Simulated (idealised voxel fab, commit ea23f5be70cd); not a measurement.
process module | voxel quadruple lines
cross-section cut | 265 nm wide | cells 5 nm
A cross-section is a grid of square cells, given in bands from the top down. A band is one or more rows of cells.
Each band's line starts with the height of the band's top and of its bottom, in nm. Then come its materials from left to right, each with its width in nm. One material with "throughout" fills the band from edge to edge. "air" is empty space.
Height 0 is the level under which the wafer as received is all one material. The lowest band goes on downwards, as in "0 down".
A width such as "30 to 40" changes by the same amount from each row of cells to the next, from the band's top row to its bottom row.
"no change" after a step means that no cell of the cross-section changed.
closed voids: empty space of 8 cells or more with no open way to the top, each as width x height at its distance from the left edge, in nm
after a step's settings: what the simulator itself notes on the step
overlay nm, on a step with a mask: how far to the right of its planned place the mask lay; to the left if negative
plan
1 op RECEIVE | material Si
2 op CONFORMAL_DEP | material Al2O3 | thk nm 5
3 op DIRECTIONAL_DEP | material W | thk nm 10
4 op DIRECTIONAL_DEP | material polySi | thk nm 15
5 op DIRECTIONAL_DEP | material aC | thk nm 20
6 op PATTERN | tone cover | mask id MANDREL | material resist | width nm 20 | pitch nm 60 | thk nm 25 | overlay nm 0
7 op DIRECTIONAL_ETCH | etch materials aC | depth nm 20
8 op STRIP | etch materials resist
9 op CONFORMAL_DEP | material SiO2 | thk nm 10
10 op DIRECTIONAL_ETCH | etch materials SiO2 | depth nm 10
11 op STRIP | etch materials aC
12 op DIRECTIONAL_ETCH | etch materials polySi | depth nm 15
13 op STRIP | etch materials SiO2
14 op CONFORMAL_DEP | material SiN | thk nm 5
15 op DIRECTIONAL_ETCH | etch materials SiN | depth nm 5
16 op STRIP | etch materials polySi
17 op DIRECTIONAL_ETCH | etch materials W | depth nm 10
18 op STRIP | etch materials SiN
19 op FILL_DEP | material SiO2 | thk nm 10
20 op CMP | height nm 15
first wafer, as planned
as received, after step 1
  0 down: Si throughout
  closed voids: none
after step 2
  5 to 0: Al2O3 throughout
  below 0: unchanged
after step 3
  15 to 5: W throughout
  below 5: unchanged
after step 4
  30 to 15: polySi throughout
  below 15: unchanged
after step 5
  50 to 30: aC throughout
  below 30: unchanged
after step 6
  75 to 50: air 90 | resist 20 | air 40 | resist 20 | air 95
  below 50: unchanged
after step 7
  55 to 50: air 90 | resist 20 | air 40 | resist 20 | air 95
  50 to 30: air 90 | aC 20 | air 40 | aC 20 | air 95
  below 30: unchanged
after step 8
  50 to 30: air 90 | aC 20 | air 40 | aC 20 | air 95
  below 30: unchanged
after step 9
  60 to 50: air 80 | SiO2 40 | air 20 | SiO2 40 | air 85
  50 to 40: air 80 | SiO2 10 | aC 20 | SiO2 10 | air 20 | SiO2 10 | aC 20 | SiO2 10 | air 85
  40 to 30: SiO2 90 | aC 20 | SiO2 40 | aC 20 | SiO2 95
  below 30: unchanged
after step 10
  50 to 30: air 80 | SiO2 10 | aC 20 | SiO2 10 | air 20 | SiO2 10 | aC 20 | SiO2 10 | air 85
  below 30: unchanged
after step 11
  50 to 30: air 80 | SiO2 10 | air 20 | SiO2 10 | air 20 | SiO2 10 | air 20 | SiO2 10 | air 85
  below 30: unchanged
after step 12
  50 to 30: air 80 | SiO2 10 | air 20 | SiO2 10 | air 20 | SiO2 10 | air 20 | SiO2 10 | air 85
  30 to 15: air 80 | polySi 10 | air 20 | polySi 10 | air 20 | polySi 10 | air 20 | polySi 10 | air 85
  below 15: unchanged
after step 13
  30 to 15: air 80 | polySi 10 | air 20 | polySi 10 | air 20 | polySi 10 | air 20 | polySi 10 | air 85
  below 15: unchanged
after step 14
  35 to 30: air 75 | SiN 20 | air 10 | SiN 20 | air 10 | SiN 20 | air 10 | SiN 20 | air 80
  30 to 20: air 75 | SiN 5 | polySi 10 | SiN 5 | air 10 | SiN 5 | polySi 10 | SiN 5 | air 10 | SiN 5 | polySi 10 | SiN 5 | air 10 | SiN 5 | polySi 10 | SiN 5 | air 80
  20 to 15: SiN 80 | polySi 10 | SiN 20 | polySi 10 | SiN 20 | polySi 10 | SiN 20 | polySi 10 | SiN 85
  below 15: unchanged
after step 15
  30 to 15: air 75 | SiN 5 | polySi 10 | SiN 5 | air 10 | SiN 5 | polySi 10 | SiN 5 | air 10 | SiN 5 | polySi 10 | SiN 5 | air 10 | SiN 5 | polySi 10 | SiN 5 | air 80
  below 15: unchanged
after step 16
  30 to 15: air 75 | SiN 5 | air 10 | SiN 5 | air 10 | SiN 5 | air 10 | SiN 5 | air 10 | SiN 5 | air 10 | SiN 5 | air 10 | SiN 5 | air 10 | SiN 5 | air 80
  below 15: unchanged
after step 17
  30 to 15: air 75 | SiN 5 | air 10 | SiN 5 | air 10 | SiN 5 | air 10 | SiN 5 | air 10 | SiN 5 | air 10 | SiN 5 | air 10 | SiN 5 | air 10 | SiN 5 | air 80
  15 to 5: air 75 | W 5 | air 10 | W 5 | air 10 | W 5 | air 10 | W 5 | air 10 | W 5 | air 10 | W 5 | air 10 | W 5 | air 10 | W 5 | air 80
  below 5: unchanged
after step 18
  15 to 5: air 75 | W 5 | air 10 | W 5 | air 10 | W 5 | air 10 | W 5 | air 10 | W 5 | air 10 | W 5 | air 10 | W 5 | air 10 | W 5 | air 80
  below 5: unchanged
after step 19
  25 to 15: SiO2 throughout
  15 to 5: SiO2 75 | W 5 | SiO2 10 | W 5 | SiO2 10 | W 5 | SiO2 10 | W 5 | SiO2 10 | W 5 | SiO2 10 | W 5 | SiO2 10 | W 5 | SiO2 10 | W 5 | SiO2 80
  below 5: unchanged
after step 20
  15 to 5: SiO2 75 | W 5 | SiO2 10 | W 5 | SiO2 10 | W 5 | SiO2 10 | W 5 | SiO2 10 | W 5 | SiO2 10 | W 5 | SiO2 10 | W 5 | SiO2 10 | W 5 | SiO2 80
  below 5: unchanged
second wafer: like start, like plan, one mistake. Through step 1 it matches the first wafer
when step 2 should have ended
  5 to 0: polySi throughout
  below 0: unchanged
when step 3 should have ended
  15 to 5: W throughout
  below 5: unchanged
when step 4 should have ended
  30 to 15: polySi throughout
  below 15: unchanged
when step 5 should have ended
  50 to 30: aC throughout
  below 30: unchanged
when step 6 should have ended
  75 to 50: air 90 | resist 20 | air 40 | resist 20 | air 95
  below 50: unchanged
when step 7 should have ended
  55 to 50: air 90 | resist 20 | air 40 | resist 20 | air 95
  50 to 30: air 90 | aC 20 | air 40 | aC 20 | air 95
  below 30: unchanged
when step 8 should have ended
  50 to 30: air 90 | aC 20 | air 40 | aC 20 | air 95
  below 30: unchanged
when step 9 should have ended
  60 to 50: air 80 | SiO2 40 | air 20 | SiO2 40 | air 85
  50 to 40: air 80 | SiO2 10 | aC 20 | SiO2 10 | air 20 | SiO2 10 | aC 20 | SiO2 10 | air 85
  40 to 30: SiO2 90 | aC 20 | SiO2 40 | aC 20 | SiO2 95
  below 30: unchanged
when step 10 should have ended
  50 to 30: air 80 | SiO2 10 | aC 20 | SiO2 10 | air 20 | SiO2 10 | aC 20 | SiO2 10 | air 85
  below 30: unchanged
when step 11 should have ended
  50 to 30: air 80 | SiO2 10 | air 20 | SiO2 10 | air 20 | SiO2 10 | air 20 | SiO2 10 | air 85
  below 30: unchanged
when step 12 should have ended
  50 to 30: air 80 | SiO2 10 | air 20 | SiO2 10 | air 20 | SiO2 10 | air 20 | SiO2 10 | air 85
  30 to 15: air 80 | polySi 10 | air 20 | polySi 10 | air 20 | polySi 10 | air 20 | polySi 10 | air 85
  below 15: unchanged
when step 13 should have ended
  30 to 15: air 80 | polySi 10 | air 20 | polySi 10 | air 20 | polySi 10 | air 20 | polySi 10 | air 85
  below 15: unchanged
when step 14 should have ended
  35 to 30: air 75 | SiN 20 | air 10 | SiN 20 | air 10 | SiN 20 | air 10 | SiN 20 | air 80
  30 to 20: air 75 | SiN 5 | polySi 10 | SiN 5 | air 10 | SiN 5 | polySi 10 | SiN 5 | air 10 | SiN 5 | polySi 10 | SiN 5 | air 10 | SiN 5 | polySi 10 | SiN 5 | air 80
  20 to 15: SiN 80 | polySi 10 | SiN 20 | polySi 10 | SiN 20 | polySi 10 | SiN 20 | polySi 10 | SiN 85
  below 15: unchanged
when step 15 should have ended
  30 to 15: air 75 | SiN 5 | polySi 10 | SiN 5 | air 10 | SiN 5 | polySi 10 | SiN 5 | air 10 | SiN 5 | polySi 10 | SiN 5 | air 10 | SiN 5 | polySi 10 | SiN 5 | air 80
  below 15: unchanged
when step 16 should have ended
  30 to 15: air 75 | SiN 5 | air 10 | SiN 5 | air 10 | SiN 5 | air 10 | SiN 5 | air 10 | SiN 5 | air 10 | SiN 5 | air 10 | SiN 5 | air 10 | SiN 5 | air 80
  below 15: unchanged
when step 17 should have ended
  30 to 15: air 75 | SiN 5 | air 10 | SiN 5 | air 10 | SiN 5 | air 10 | SiN 5 | air 10 | SiN 5 | air 10 | SiN 5 | air 10 | SiN 5 | air 10 | SiN 5 | air 80
  15 to 5: air 75 | W 5 | air 10 | W 5 | air 10 | W 5 | air 10 | W 5 | air 10 | W 5 | air 10 | W 5 | air 10 | W 5 | air 10 | W 5 | air 80
  below 5: unchanged
when step 18 should have ended
  15 to 5: air 75 | W 5 | air 10 | W 5 | air 10 | W 5 | air 10 | W 5 | air 10 | W 5 | air 10 | W 5 | air 10 | W 5 | air 10 | W 5 | air 80
  below 5: unchanged
when step 19 should have ended
  25 to 15: SiO2 throughout
  15 to 5: SiO2 75 | W 5 | SiO2 10 | W 5 | SiO2 10 | W 5 | SiO2 10 | W 5 | SiO2 10 | W 5 | SiO2 10 | W 5 | SiO2 10 | W 5 | SiO2 10 | W 5 | SiO2 80
  below 5: unchanged
when step 20 should have ended
  15 to 5: SiO2 75 | W 5 | SiO2 10 | W 5 | SiO2 10 | W 5 | SiO2 10 | W 5 | SiO2 10 | W 5 | SiO2 10 | W 5 | SiO2 10 | W 5 | SiO2 10 | W 5 | SiO2 80
  below 5: unchanged
what went wrong: step 2 ran as: op CONFORMAL_DEP | material polySi | thk nm 5
at the end the second wafer has, in cells: 53 fewer of Al2O3 | 53 more of polySi
